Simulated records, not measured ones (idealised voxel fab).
The document below concerns the process module designated voxel lift off.
Section shown: cut. Width: 285 nm. Cell size: 5 nm, square.
In what follows, cross-sections appear as grids of square cells, described through bands that run from the top down, where every band is one or more rows of cells. What a band's entry tells you: where the top is and where the bottom is, as heights in nm, and after that what lies inside, material by material from left to right, each with its width in nm. Empty space is written as the word "empty", and a single material marked with the word "throughout" occupies the band from edge to edge. It should be noted that heights are counted from 0, beneath which the wafer as supplied is of one material throughout, and that the lowest band possesses no lower boundary but continues downward, as written in "0 and below". The notation "30 to 40" denotes a width that varies across the rows of cells in the band, beginning at the first number in the top row, finishing at the second number in the bottom row, and changing by an identical amount from each row to the next. Basically "nothing different" means that step didn't change any cell in the cross-section. The list in "Closed void catalog" covers empty spaces of 8 cells or more that cannot reach the top through any open way, and it gives each as width x height at distance; the distance is from the left edge, and width, height and distance are in nm. Where a step's line continues beyond its settings, the continuation is a remark by the simulator itself on that step. overlay nm: where the mask lay relative to plan, measured to the right, on steps with a mask; negatives go left. Pairs follow: section before one process step, section after it down to the lowest changed band, step with settings underneath. Pairs may come from different runs of this module on the same starting wafer; continuity with the pair above only as stated in the "Incoming structure" entry.
[Incoming structure]
> 0 and below = Si throughout
> Closed void catalog: none
[Cut View, Post-Step]
> 10 down to 0 = Al2O3 throughout
> Unchanged below 0.
> Closed void catalog: none
In between the before and after cross-sections above, the step is op CONFORMAL_DEP | material Al2O3 | thk nm 10
Incoming structure: this step begins from the cross-section that the pair just above shows after its step.
[Cut View, Post-Step]
> 35 down to 10 = resist 105 nm, then empty 25 nm, then resist 25 nm, then empty 25 nm, then resist 105 nm
> Unchanged below 10.
> Closed void catalog: none
In between the before and after cross-sections above, the step is op PATTERN | tone open | mask id LINES | material resist | width nm 25 | pitch nm 50 | thk nm 25 | overlay nm 0
Incoming structure: this step begins from the cross-section that the pair just above shows after its step.
[Cut View, Post-Step]
> 45 down to 35 = Ru 105 nm, then empty 25 nm, then Ru 25 nm, then empty 25 nm, then Ru 105 nm
> 35 down to 20 = resist 105 nm, then empty 25 nm, then resist 25 nm, then empty 25 nm, then resist 105 nm
> 20 down to 10 = resist 105 nm, then Ru 25 nm, then resist 25 nm, then Ru 25 nm, then resist 105 nm
> Unchanged below 10.
> Closed void catalog: none
In between the before and after cross-sections above, the step is op DIRECTIONAL_DEP | material Ru | thk nm 10
Incoming structure: this step begins from the cross-section that the pair just above shows after its step.
[Cut View, Post-Step]
> 20 down to 10 = empty 105 nm, then Ru 25 nm, then empty 25 nm, then Ru 25 nm, then empty 105 nm
> Unchanged below 10.
> Closed void catalog: none
In between the before and after cross-sections above, the step is op STRIP | etch materials resist
Incoming structure: this step begins from the cross-section that the pair just above shows after its step.
[Cut View, Post-Step]
> 25 down to 20 = empty 100 nm, then SiO2 35 nm, then empty 15 nm, then SiO2 35 nm, then empty 100 nm
> 20 down to 15 = empty 100 nm, then SiO2 5 nm, then Ru 25 nm, then SiO2 5 nm, then empty 15 nm, then SiO2 5 nm, then Ru 25 nm, then SiO2 5 nm, then empty 100 nm
> 15 down to 10 = SiO2 105 nm, then Ru 25 nm, then SiO2 25 nm, then Ru 25 nm, then SiO2 105 nm
> Unchanged below 10.
> Closed void catalog: none
In between the before and after cross-sections above, the step is op CONFORMAL_DEP | material SiO2 | thk nm 5
[Incoming structure]
> 0 and below = Si throughout
> Closed void catalog: none
[Cut View, Post-Step]
> 15 down to 0 = Al2O3 throughout
> Unchanged below 0.
> Closed void catalog: none
In between the before and after cross-sections above, the step is op CONFORMAL_DEP | material Al2O3 | thk nm 15
Incoming structure: this step begins from the cross-section that the pair just above shows after its step.
[Cut View, Post-Step]
> 40 down to 15 = resist 105 nm, then empty 25 nm, then resist 25 nm, then empty 25 nm, then resist 105 nm
> Unchanged below 15.
> Closed void catalog: none
In between the before and after cross-sections above, the step is op PATTERN | tone open | mask id LINES | material resist | width nm 25 | pitch nm 50 | thk nm 25 | overlay nm 0
Incoming structure: this step begins from the cross-section that the pair just above shows after its step.
[Cut View, Post-Step]
> 50 down to 40 = Ru 105 nm, then empty 25 nm, then Ru 25 nm, then empty 25 nm, then Ru 105 nm
> 40 down to 25 = resist 105 nm, then empty 25 nm, then resist 25 nm, then empty 25 nm, then resist 105 nm
> 25 down to 15 = resist 105 nm, then Ru 25 nm, then resist 25 nm, then Ru 25 nm, then resist 105 nm
> Unchanged below 15.
> Closed void catalog: none
In between the before and after cross-sections above, the step is op DIRECTIONAL_DEP | material Ru | thk nm 10
Incoming structure: this step begins from the cross-section that the pair just above shows after its step.
[Cut View, Post-Step]
> 25 down to 15 = empty 105 nm, then Ru 25 nm, then empty 25 nm, then Ru 25 nm, then empty 105 nm
> Unchanged below 15.
> Closed void catalog: none
In between the before and after cross-sections above, the step is op STRIP | etch materials resist
Incoming structure: this step begins from the cross-section that the pair just above shows after its step.
[Cut View, Post-Step]
> 30 down to 25 = empty 100 nm, then SiO2 35 nm, then empty 15 nm, then SiO2 35 nm, then empty 100 nm
> 25 down to 20 = empty 100 nm, then SiO2 5 nm, then Ru 25 nm, then SiO2 5 nm, then empty 15 nm, then SiO2 5 nm, then Ru 25 nm, then SiO2 5 nm, then empty 100 nm
> 20 down to 15 = SiO2 105 nm, then Ru 25 nm, then SiO2 25 nm, then Ru 25 nm, then SiO2 105 nm
> Unchanged below 15.
> Closed void catalog: none
In between the before and after cross-sections above, the step is op CONFORMAL_DEP | material SiO2 | thk nm 5
[Incoming structure]
> 10 down to 0 = Al2O3 throughout
> 0 and below = Si throughout
> Closed void catalog: none
[Cut View, Post-Step]
> 35 down to 10 = resist 105 nm, then empty 30 nm, then resist 20 nm, then empty 30 nm, then resist 100 nm
> Unchanged below 10.
> Closed void catalog: none
In between the before and after cross-sections above, the step is op PATTERN | tone open | mask id LINES | material resist | width nm 30 | pitch nm 50 | thk nm 25 | overlay nm 0
Incoming structure: this step begins from the cross-section that the pair just above shows after its step.
[Cut View, Post-Step]
> 45 down to 35 = Ru 105 nm, then empty 30 nm, then Ru 20 nm, then empty 30 nm, then Ru 100 nm
> 35 down to 20 = resist 105 nm, then empty 30 nm, then resist 20 nm, then empty 30 nm, then resist 100 nm
> 20 down to 10 = resist 105 nm, then Ru 30 nm, then resist 20 nm, then Ru 30 nm, then resist 100 nm
> Unchanged below 10.
> Closed void catalog: none
In between the before and after cross-sections above, the step is op DIRECTIONAL_DEP | material Ru | thk nm 10
Incoming structure: this step begins from the cross-section that the pair just above shows after its step.
[Cut View, Post-Step]
> 20 down to 10 = empty 105 nm, then Ru 30 nm, then empty 20 nm, then Ru 30 nm, then empty 100 nm
> Unchanged below 10.
> Closed void catalog: none
In between the before and after cross-sections above, the step is op STRIP | etch materials resist
Incoming structure: this step begins from the cross-section that the pair just above shows after its step.
[Cut View, Post-Step]
> 25 down to 20 = empty 100 nm, then SiO2 40 nm, then empty 10 nm, then SiO2 40 nm, then empty 95 nm
> 20 down to 15 = empty 100 nm, then SiO2 5 nm, then Ru 30 nm, then SiO2 5 nm, then empty 10 nm, then SiO2 5 nm, then Ru 30 nm, then SiO2 5 nm, then empty 95 nm
> 15 down to 10 = SiO2 105 nm, then Ru 30 nm, then SiO2 20 nm, then Ru 30 nm, then SiO2 100 nm
> Unchanged below 10.
> Closed void catalog: none
In between the before and after cross-sections above, the step is op CONFORMAL_DEP | material SiO2 | thk nm 5
[Incoming structure]
> 10 down to 0 = Al2O3 throughout
> 0 and below = Si throughout
> Closed void catalog: none
[Cut View, Post-Step]
> 35 down to 10 = resist 95 nm, then empty 25 nm, then resist 25 nm, then empty 25 nm, then resist 115 nm
> Unchanged below 10.
> Closed void catalog: none
In between the before and after cross-sections above, the step is op PATTERN | tone open | mask id LINES | material resist | width nm 25 | pitch nm 50 | thk nm 25 | overlay nm -10
Incoming structure: this step begins from the cross-section that the pair just above shows after its step.
[Cut View, Post-Step]
> 45 down to 35 = Ru 95 nm, then empty 25 nm, then Ru 25 nm, then empty 25 nm, then Ru 115 nm
> 35 down to 20 = resist 95 nm, then empty 25 nm, then resist 25 nm, then empty 25 nm, then resist 115 nm
> 20 down to 10 = resist 95 nm, then Ru 25 nm, then resist 25 nm, then Ru 25 nm, then resist 115 nm
> Unchanged below 10.
> Closed void catalog: none
In between the before and after cross-sections above, the step is op DIRECTIONAL_DEP | material Ru | thk nm 10
Incoming structure: this step begins from the cross-section that the pair just above shows after its step.
[Cut View, Post-Step]
> 20 down to 10 = empty 95 nm, then Ru 25 nm, then empty 25 nm, then Ru 25 nm, then empty 115 nm
> Unchanged below 10.
> Closed void catalog: none
In between the before and after cross-sections above, the step is op STRIP | etch materials resist
Incoming structure: this step begins from the cross-section that the pair just above shows after its step.
[Cut View, Post-Step]
> 25 down to 20 = empty 90 nm, then SiO2 35 nm, then empty 15 nm, then SiO2 35 nm, then empty 110 nm
> 20 down to 15 = empty 90 nm, then SiO2 5 nm, then Ru 25 nm, then SiO2 5 nm, then empty 15 nm, then SiO2 5 nm, then Ru 25 nm, then SiO2 5 nm, then empty 110 nm
> 15 down to 10 = SiO2 95 nm, then Ru 25 nm, then SiO2 25 nm, then Ru 25 nm, then SiO2 115 nm
> Unchanged below 10.
> Closed void catalog: none
In between the before and after cross-sections above, the step is op CONFORMAL_DEP | material SiO2 | thk nm 5
[Incoming structure]
> 35 down to 10 = resist 105 nm, then empty 25 nm, then resist 25 nm, then empty 25 nm, then resist 105 nm
> 10 down to 0 = Al2O3 throughout
> 0 and below = Si throughout
> Closed void catalog: none
[Cut View, Post-Step]
> 45 down to 35 = SiO2 105 nm, then empty 25 nm, then SiO2 25 nm, then empty 25 nm, then SiO2 105 nm
> 35 down to 20 = resist 105 nm, then empty 25 nm, then resist 25 nm, then empty 25 nm, then resist 105 nm
> 20 down to 10 = resist 105 nm, then SiO2 25 nm, then resist 25 nm, then SiO2 25 nm, then resist 105 nm
> Unchanged below 10.
> Closed void catalog: none
In between the before and after cross-sections above, the step is op DIRECTIONAL_DEP | material SiO2 | thk nm 10
Incoming structure: this step begins from the cross-section that the pair just above shows after its step.
[Cut View, Post-Step]
> 20 down to 10 = empty 105 nm, then SiO2 25 nm, then empty 25 nm, then SiO2 25 nm, then empty 105 nm
> Unchanged below 10.
> Closed void catalog: none
In between the before and after cross-sections above, the step is op STRIP | etch materials resist
Incoming structure: this step begins from the cross-section that the pair just above shows after its step.
[Cut View, Post-Step]
> 25 down to 15 = empty 100 nm, then SiO2 35 nm, then empty 15 nm, then SiO2 35 nm, then empty 100 nm
> 15 down to 10 = SiO2 throughout
> Unchanged below 10.
> Closed void catalog: none
In between the before and after cross-sections above, the step is op CONFORMAL_DEP | material SiO2 | thk nm 5
[Incoming structure]
> 10 down to 0 = Al2O3 throughout
> 0 and below = Si throughout
> Closed void catalog: none
[Cut View, Post-Step]
> 35 down to 10 = empty 105 nm, then resist 25 nm, then empty 25 nm, then resist 25 nm, then empty 105 nm
> Unchanged below 10.
> Closed void catalog: none
In between the before and after cross-sections above, the step is op PATTERN | tone cover | mask id LINES | material resist | width nm 25 | pitch nm 50 | thk nm 25 | overlay nm 0
Incoming structure: this step begins from the cross-section that the pair just above shows after its step.
[Cut View, Post-Step]
> 45 down to 35 = empty 105 nm, then Ru 25 nm, then empty 25 nm, then Ru 25 nm, then empty 105 nm
> 35 down to 20 = empty 105 nm, then resist 25 nm, then empty 25 nm, then resist 25 nm, then empty 105 nm
> 20 down to 10 = Ru 105 nm, then resist 25 nm, then Ru 25 nm, then resist 25 nm, then Ru 105 nm
> Unchanged below 10.
> Closed void catalog: none
In between the before and after cross-sections above, the step is op DIRECTIONAL_DEP | material Ru | thk nm 10
Incoming structure: this step begins from the cross-section that the pair just above shows after its step.
[Cut View, Post-Step]
> 20 down to 10 = Ru 105 nm, then empty 25 nm, then Ru 25 nm, then empty 25 nm, then Ru 105 nm
> Unchanged below 10.
> Closed void catalog: none
In between the before and after cross-sections above, the step is op STRIP | etch materials resist
Incoming structure: this step begins from the cross-section that the pair just above shows after its step.
[Cut View, Post-Step]
> 25 down to 20 = SiO2 110 nm, then empty 15 nm, then SiO2 35 nm, then empty 15 nm, then SiO2 110 nm
> 20 down to 15 = Ru 105 nm, then SiO2 5 nm, then empty 15 nm, then SiO2 5 nm, then Ru 25 nm, then SiO2 5 nm, then empty 15 nm, then SiO2 5 nm, then Ru 105 nm
> 15 down to 10 = Ru 105 nm, then SiO2 25 nm, then Ru 25 nm, then SiO2 25 nm, then Ru 105 nm
> Unchanged below 10.
> Closed void catalog: none
In between the before and after cross-sections above, the step is op CONFORMAL_DEP | material SiO2 | thk nm 5
